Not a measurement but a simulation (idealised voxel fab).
process module | voxel wiring stack
cross-section cut | 160 nm wide | cells 5 nm
A cross-section is a grid of square cells, given in bands from the top down. A band is one or more rows of cells.
Each band's line starts with the height of the band's top and of its bottom, in nm. Then come its materials from left to right, each with its width in nm. One material with "throughout" fills the band from edge to edge. "air" is empty space.
Height 0 is the level under which the wafer as received is all one material. The lowest band goes on downwards, as in "0 down".
A width such as "30 to 40" changes by the same amount from each row of cells to the next, from the band's top row to its bottom row.
"no change" after a step means that no cell of the cross-section changed.
closed voids: empty space of 8 cells or more with no open way to the top, each as width x height at its distance from the left edge, in nm
after a step's settings: what the simulator itself notes on the step
overlay nm, on a step with a mask: how far to the right of its planned place the mask lay; to the left if negative
plan
1 op RECEIVE | material Si
2 op CONFORMAL_DEP | material SiO2 | thk nm 15
3 op CONFORMAL_DEP | material SiN | thk nm 5
4 op DIRECTIONAL_DEP | material SiO2 | thk nm 15
5 op PATTERN | tone open | mask id METAL_1 | material resist | width nm 30 | pitch nm 45 | thk nm 15 | overlay nm 0
6 op DIRECTIONAL_ETCH | etch materials SiO2 | depth nm 15
7 op DIRECTIONAL_ETCH | etch materials SiN | depth nm 5
8 op STRIP | etch materials resist
9 op CONFORMAL_DEP | material TiN | thk nm 5
10 op FILL_DEP | material W | thk nm 10
11 op CMP | height nm 35
12 op CONFORMAL_DEP | material SiCN | thk nm 5
13 op DIRECTIONAL_DEP | material SiO2 | thk nm 20
14 op PATTERN | tone open | mask id PLUG_1 | material resist | width nm 15 | thk nm 15 | overlay nm 0
15 op DIRECTIONAL_ETCH | etch materials SiO2 | depth nm 20
16 op DIRECTIONAL_ETCH | etch materials SiCN | depth nm 5
17 op STRIP | etch materials resist
18 op EPI | material Ru | thk nm 10
19 op EPI | material Ru | thk nm 10
20 op EPI | material Ru | thk nm 5
21 op CONFORMAL_DEP | material SiCN | thk nm 5
22 op DIRECTIONAL_DEP | material SiO2 | thk nm 15
23 op PATTERN | tone open | mask id METAL_2 | material resist | width nm 30 | pitch nm 45 | thk nm 20 | overlay nm 0
24 op DIRECTIONAL_ETCH | etch materials SiO2 | depth nm 15
25 op DIRECTIONAL_ETCH | etch materials SiCN | depth nm 5
26 op STRIP | etch materials resist
27 op CONFORMAL_DEP | material TiN | thk nm 5
28 op FILL_DEP | material Ru | thk nm 5
29 op CMP | height nm 80
30 op CONFORMAL_DEP | material SiCN | thk nm 5
31 op DIRECTIONAL_DEP | material lowk | thk nm 15
32 op PATTERN | tone open | mask id PLUG_2 | material resist | width nm 15 | thk nm 15 | overlay nm 0
33 op DIRECTIONAL_ETCH | etch materials lowk | depth nm 15
34 op DIRECTIONAL_ETCH | etch materials SiCN | depth nm 5
35 op STRIP | etch materials resist
36 op CONFORMAL_DEP | material TiN | thk nm 5
37 op FILL_DEP | material Ru | thk nm 10
38 op CMP | height nm 100
39 op CONFORMAL_DEP | material SiN | thk nm 5
40 op DIRECTIONAL_DEP | material lowk | thk nm 25
41 op PATTERN | tone open | mask id METAL_3 | material resist | width nm 30 | pitch nm 45 | thk nm 15 | overlay nm 0
42 op DIRECTIONAL_ETCH | etch materials lowk | depth nm 25
43 op DIRECTIONAL_ETCH | etch materials SiN | depth nm 5
44 op STRIP | etch materials resist
45 op CONFORMAL_DEP | material TiN | thk nm 5
46 op FILL_DEP | material W | thk nm 10
47 op CMP | height nm 130
48 op CONFORMAL_DEP | material SiCN | thk nm 5
varied across the wafers: width nm of step 32. The plan shows the first wafer's value. All wafers start alike
first wafer as received, after step 1
  0 down: Si throughout
  closed voids: none
each wafer at the end: cells of each material gained (+) or lost (-) since it was received, then its closed voids
width nm 15 | +42 Ru | +110 SiCN | +40 SiN | +332 SiO2 | +89 TiN | +64 W | +187 lowk | closed voids: none
width nm 20 | +45 Ru | +109 SiCN | +40 SiN | +332 SiO2 | +90 TiN | +64 W | +184 lowk | closed voids: none
width nm 25 | +48 Ru | +108 SiCN | +40 SiN | +332 SiO2 | +91 TiN | +64 W | +181 lowk | closed voids: none
width nm 30 | +51 Ru | +107 SiCN | +40 SiN | +332 SiO2 | +92 TiN | +64 W | +178 lowk | closed voids: none
